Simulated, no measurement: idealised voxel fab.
The document below concerns the process module designated voxel tone inversion.
Square cells of 5 nm make up the cross-section cut, whose width is 150 nm.
Format of a cross-section: grid, square cells. Given as bands. Order: top down. Band: one or more rows of cells. Top, bottom (nm), then materials left to right with widths (nm); lone material tagged "edge to edge" fills the whole band edge to edge; "air" = empty space. All heights in this document are referenced to 0, defined as the level beneath which the wafer, as received, consists entirely of one material. The lowest band is not bounded below; it extends indefinitely downward and is written in the form "top 0, no bottom". A width given as "30->40" starts at the first number in the band's top row and ends at the second number in its bottom row, shifting by an equal amount at every step from row to row. Basically "all unchanged" means that step didn't change any cell in the cross-section. Any empty space of 8 cells or more lacking an open way to the top shows up in "Closed internal cavities" as width x height at distance, distance from the left edge, in nm. Text after the settings on a step's line: the simulator's own remark on that step. "overlay nm" on a masked step: distance the mask lay right of its planned place, negative for left.

**These are the steps we planned for the process**
1,RECEIVE | material Si
2,CONFORMAL_DEP | material SiCN | thk nm 5
3,DIRECTIONAL_DEP | material polySi | thk nm 20
4,PATTERN | tone cover | mask id POSTS | material resist | width nm 15 | pitch nm 30 | thk nm 25 | overlay nm 0
5,DIRECTIONAL_ETCH | etch materials polySi | depth nm 20
6,STRIP | etch materials resist
7,FILL_DEP | material lowk | thk nm 10
8,CMP | height nm 25
9,STRIP | etch materials polySi
10,CONFORMAL_DEP | material TiN | thk nm 5
11,FILL_DEP | material W | thk nm 5
12,CMP | height nm 25
13,CONFORMAL_DEP | material SiCN | thk nm 5
Don't read the plan's thk nm for step 10 as applying to every wafer: that's the first wafer's value, and the wafers differ in it, though they all start identical.

**first wafer as received, after step 1**
  top 0, no bottom | Si edge to edge
  Closed internal cavities: none

**Here is how to read the rows: every wafer has a row, and it shows the wafer at the end of the module, giving for each material how many cells were gained (+) or lost (-) since the wafer was received, then listing its closed voids**
thk nm 5; +60 SiCN; +18 TiN; +6 W; +96 lowk; Closed internal cavities: none
thk nm 10; +60 SiCN; +24 TiN; +96 lowk; Closed internal cavities: none
thk nm 15; +60 SiCN; +24 TiN; +96 lowk; Closed internal cavities: none
thk nm 20; +60 SiCN; +24 TiN; +96 lowk; Closed internal cavities: none
